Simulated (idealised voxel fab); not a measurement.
This is a process module. Its name is voxel double patterning.
The cross-section on display is named cut; it measures 275 nm wide, and its cells are 5 nm squares.
Notation: cross-section as square-cell grid; stated in bands, top first, going down; one or more cell rows per band. The entry gives the band's vertical extent as a top height and a bottom height in nm, then its horizontal make-up as materials from left to right, each with a width in nm. "blank" stands for empty space; a single material marked "full width" fills the band edge to edge. Measure heights from 0. That's the level where, below it, the as-received wafer is all one material. The lowest band is bottomless and extends downward; write it as in "0..down". Quick explanation for "30..40": the width changes in equal steps down the rows of cells, from the first number in the band's top row to the second number in its bottom row. Reading "no modifications" for a step: not a cell of the cross-section changed in it. In "Trapped cavities" the enclosed voids are listed, meaning empty spaces of 8 cells or larger without any opening to the top. The form is width x height at distance, distance from the left edge, units nm. Anything after a step's settings on that line? It's the simulator's own note about the step. overlay nm: right-of-plan distance of the mask on a masked step; negative values mean left-of-plan.
Listed below are the process steps as planned
1) RECEIVE [material Si]
2) CONFORMAL_DEP [material SiO2] [thk nm 10]
3) DIRECTIONAL_DEP [material W] [thk nm 15]
4) DIRECTIONAL_DEP [material SiCN] [thk nm 5]
5) PATTERN [tone open] [mask id FIRST] [material resist] [width nm 15] [pitch nm 50] [thk nm 15] [overlay nm 0]
6) DIRECTIONAL_ETCH [etch materials SiCN] [depth nm 5]
7) STRIP [etch materials resist]
8) PATTERN [tone open] [mask id SECOND] [material resist] [width nm 15] [pitch nm 50] [thk nm 15] [overlay nm 0]
9) DIRECTIONAL_ETCH [etch materials SiCN] [depth nm 5]
10) STRIP [etch materials resist]
11) DIRECTIONAL_ETCH [etch materials W] [depth nm 15]
12) STRIP [etch materials SiCN]
The first of two wafers, run as planned
Delivered wafer in cross-section: state after step 1
> 0..down  Si full width
> Trapped cavities: none
after step 2
> 10..0  SiO2 full width
> Lower than 0, everything is as it was.
after step 3
> 25..10  W full width
> Lower than 10, everything is as it was.
after step 4
> 30..25  SiCN full width
> Lower than 25, everything is as it was.
after step 5
> 45..30  resist 80, blank 15, resist 35, blank 15, resist 35, blank 15, resist 80
> Lower than 30, everything is as it was.
after step 6
> 45..30  resist 80, blank 15, resist 35, blank 15, resist 35, blank 15, resist 80
> 30..25  SiCN 80, blank 15, SiCN 35, blank 15, SiCN 35, blank 15, SiCN 80
> Lower than 25, everything is as it was.
after step 7
> 30..25  SiCN 80, blank 15, SiCN 35, blank 15, SiCN 35, blank 15, SiCN 80
> Lower than 25, everything is as it was.
after step 8
> 45..30  resist 105, blank 15, resist 35, blank 15, resist 105
> 30..25  SiCN 80, resist 15, SiCN 35, resist 15, SiCN 35, resist 15, SiCN 80
> Lower than 25, everything is as it was.
after step 9
> 45..30  resist 105, blank 15, resist 35, blank 15, resist 105
> 30..25  SiCN 80, resist 15, SiCN 10, blank 15, SiCN 10, resist 15, SiCN 10, blank 15, SiCN 10, resist 15, SiCN 80
> Lower than 25, everything is as it was.
after step 10
> 30..25  SiCN 80, blank 15, SiCN 10, blank 15, SiCN 10, blank 15, SiCN 10, blank 15, SiCN 10, blank 15, SiCN 80
> Lower than 25, everything is as it was.
after step 11
> 30..25  SiCN 80, blank 15, SiCN 10, blank 15, SiCN 10, blank 15, SiCN 10, blank 15, SiCN 10, blank 15, SiCN 80
> 25..10  W 80, blank 15, W 10, blank 15, W 10, blank 15, W 10, blank 15, W 10, blank 15, W 80
> Lower than 10, everything is as it was.
after step 12
> 25..10  W 80, blank 15, W 10, blank 15, W 10, blank 15, W 10, blank 15, W 10, blank 15, W 80
> Lower than 10, everything is as it was.
The remaining wafer, second of the two, started like the first and was run to the same plan, except that one mistake was made along the way; the two coincide through step 1, inclusive
Second wafer, section view, time point: scheduled end of step 2
> 15..0  W full width
> Lower than 0, everything is as it was.
Second wafer, section view, time point: scheduled end of step 3
> 25..15  SiO2 full width
> Lower than 15, everything is as it was.
Second wafer, section view, time point: scheduled end of step 4
> 30..25  SiCN full width
> Lower than 25, everything is as it was.
Second wafer, section view, time point: scheduled end of step 5
> 45..30  resist 80, blank 15, resist 35, blank 15, resist 35, blank 15, resist 80
> Lower than 30, everything is as it was.
Second wafer, section view, time point: scheduled end of step 6
> 45..30  resist 80, blank 15, resist 35, blank 15, resist 35, blank 15, resist 80
> 30..25  SiCN 80, blank 15, SiCN 35, blank 15, SiCN 35, blank 15, SiCN 80
> Lower than 25, everything is as it was.
Second wafer, section view, time point: scheduled end of step 7
> 30..25  SiCN 80, blank 15, SiCN 35, blank 15, SiCN 35, blank 15, SiCN 80
> Lower than 25, everything is as it was.
Second wafer, section view, time point: scheduled end of step 8
> 45..30  resist 105, blank 15, resist 35, blank 15, resist 105
> 30..25  SiCN 80, resist 15, SiCN 35, resist 15, SiCN 35, resist 15, SiCN 80
> Lower than 25, everything is as it was.
Second wafer, section view, time point: scheduled end of step 9
> 45..30  resist 105, blank 15, resist 35, blank 15, resist 105
> 30..25  SiCN 80, resist 15, SiCN 10, blank 15, SiCN 10, resist 15, SiCN 10, blank 15, SiCN 10, resist 15, SiCN 80
> Lower than 25, everything is as it was.
Second wafer, section view, time point: scheduled end of step 10
> 30..25  SiCN 80, blank 15, SiCN 10, blank 15, SiCN 10, blank 15, SiCN 10, blank 15, SiCN 10, blank 15, SiCN 80
> Lower than 25, everything is as it was.
Second wafer, section view, time point: scheduled end of step 11: no modifications
Second wafer, section view, time point: scheduled end of step 12
> 25..15  SiO2 full width
> Lower than 15, everything is as it was.
Deviation noted in wafer processing: swap of plan steps 2 and 3 during execution
The closing comparison, in cells, has the second wafer with more or fewer of some materials than the first: 45 more of W
